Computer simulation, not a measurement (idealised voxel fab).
Process module under the name voxel capacitor over wiring
Cross-section cut: width 225 nm, square cells of 5 nm.
This document writes a cross-section as a grid whose cells are square, and gives it as bands, listed from the top down; one or more rows of cells form a band.
Band: top and bottom heights (nm) first, top before bottom; then materials from left to right, widths in nm. "edge to edge" marks a sole material filling the band edge to edge. "air" denotes empty space.
Heights are measured from 0, the level below which the as-received wafer is all one material; the lowest band has no bottom and continues downward, written as in "z 0 and below".
The width entry "30..40" should be interpreted row by row: the top row of cells in the band takes the first number, the bottom row takes the second number, and the change between adjacent rows is uniform throughout.
Where the words "left unchanged" appear for a step, the cross-section shows no cell changed by that step; every cell remained as before.
"Closed void listing": empty spaces of 8 cells or more with no open way to the top, each given as width x height at distance, distance from the left edge, all in nm.
Read whatever lies past the settings on a step's line as the simulator's own remark about the step.
On any step carrying a mask, the "overlay nm" setting, if present on the step's line, tells how far right of its planned place the mask lay; negative values point to the left.
# Process steps foreseen in the plan
1) RECEIVE,material Si
2) CONFORMAL_DEP,material SiO2,thk nm 15
3) CONFORMAL_DEP,material SiN,thk nm 5
4) DIRECTIONAL_DEP,material SiO2,thk nm 15
5) DIRECTIONAL_DEP,material aC,thk nm 10
6) PATTERN,tone open,mask id METAL_1,material resist,width nm 20,pitch nm 90,thk nm 25,overlay nm 0
7) DIRECTIONAL_ETCH,etch materials aC,depth nm 10
8) STRIP,etch materials resist
9) DIRECTIONAL_ETCH,etch materials SiO2,depth nm 15
10) DIRECTIONAL_ETCH,etch materials SiN,depth nm 5
11) STRIP,etch materials aC
12) CONFORMAL_DEP,material TiN,thk nm 5
13) FILL_DEP,material Cu,thk nm 10
14) CMP,height nm 35
15) EPI,material Ru,thk nm 5
16) FILL_DEP,material SiCN,thk nm 5
17) DIRECTIONAL_DEP,material SiO2,thk nm 20
18) PATTERN,tone open,mask id PLUG_1,material resist,width nm 15,thk nm 15,overlay nm 0
19) DIRECTIONAL_ETCH,etch materials SiO2,depth nm 20
20) DIRECTIONAL_ETCH,etch materials SiCN,depth nm 5
21) STRIP,etch materials resist
22) EPI,material Ru,thk nm 10
23) EPI,material Ru,thk nm 10
24) EPI,material Ru,thk nm 5
25) DIRECTIONAL_DEP,material TiN,thk nm 10
26) DIRECTIONAL_DEP,material SiN,thk nm 5
27) DIRECTIONAL_DEP,material TiN,thk nm 5
28) MASKED_ETCH,tone cover,mask id UPPER_PLATE,width nm 75,etch materials TiN,depth nm 5,overlay nm 0
29) MASKED_ETCH,tone cover,mask id UPPER_PLATE,width nm 75,etch materials SiN,depth nm 5,overlay nm 0
30) PATTERN,tone cover,mask id LOWER_PLATE,material resist,width nm 85,thk nm 15,overlay nm 0
31) DIRECTIONAL_ETCH,etch materials TiN,depth nm 10
32) STRIP,etch materials resist
33) FILL_DEP,material SiO2,thk nm 20
34) CMP,height nm 100
35) MASKED_ETCH,tone open,mask id PLUG_2,width nm 15,etch materials SiO2,depth nm 15,overlay nm 0
36) CONFORMAL_DEP,material TiN,thk nm 5
37) FILL_DEP,material Cu,thk nm 5
38) CMP,height nm 100
39) CONFORMAL_DEP,material SiCN,thk nm 5
# Cross-section, incoming material, after step 1
* z 0 and below: Si edge to edge
* Closed void listing: none
# first wafer at the end, as planned
* z 105 to 100: SiCN edge to edge
* z 100 to 90: SiO2 (70)  TiN (5)  Cu (5)  TiN (5)  SiO2 (140)
* z 90 to 80: SiO2 (70..60)  TiN (15..75)  SiO2 (140..90)
* z 80 to 75: SiO2 (60)  SiN (75)  SiO2 (90)
* z 75 to 65: SiO2 (55)  TiN (85)  SiO2 (85)
* z 65 to 45: SiO2 (60)  Ru (15)  SiO2 (150)
* z 45 to 40: SiCN (60)  Ru (15)  SiCN (150)
* z 40 to 35: SiCN (50)  Ru (30)  SiCN (60)  Ru (30)  SiCN (55)
* z 35 to 20: SiO2 (55)  TiN (5)  Cu (10)  TiN (5)  SiO2 (70)  TiN (5)  Cu (10)  TiN (5)  SiO2 (60)
* z 20 to 15: SiN (55)  TiN (20)  SiN (70)  TiN (20)  SiN (60)
* z 15 to 0: SiO2 edge to edge
* z 0 and below: Si edge to edge
* Closed void listing: none
# This is the second of the two wafers, cross-sectioned at the end of the module; it started exactly like the first and was given the same plan, but it was run with one mistake
* z 105 to 100: SiCN edge to edge
* z 100 to 90: SiO2 (70)  TiN (5)  Cu (5)  TiN (5)  SiO2 (140)
* z 90 to 80: SiO2 (70..60)  TiN (15..75)  SiO2 (140..90)
* z 80 to 75: SiO2 (60)  SiN (75)  SiO2 (90)
* z 75 to 65: SiO2 (55)  TiN (85)  SiO2 (85)
* z 65 to 45: SiO2 (60)  Ru (15)  SiO2 (150)
* z 45 to 40: SiCN (60)  Ru (15)  SiCN (150)
* z 40 to 35: SiCN (50)  Ru (30)  SiCN (60)  Ru (30)  SiCN (55)
* z 35 to 20: SiO2 (55)  TiN (5)  SiO2 (10)  TiN (5)  SiO2 (70)  TiN (5)  SiO2 (10)  TiN (5)  SiO2 (60)
* z 20 to 15: SiN (55)  TiN (20)  SiN (70)  TiN (20)  SiN (60)
* z 15 to 0: SiO2 edge to edge
* z 0 and below: Si edge to edge
* Closed void listing: none
Where did the run depart from the plan? step 13 did not use the planned setting and instead ran as FILL_DEP,material SiO2,thk nm 10
FYI, end of process, the second wafer has more or fewer cells of some materials than the first: Cu: 12 fewer | SiO2: 12 more
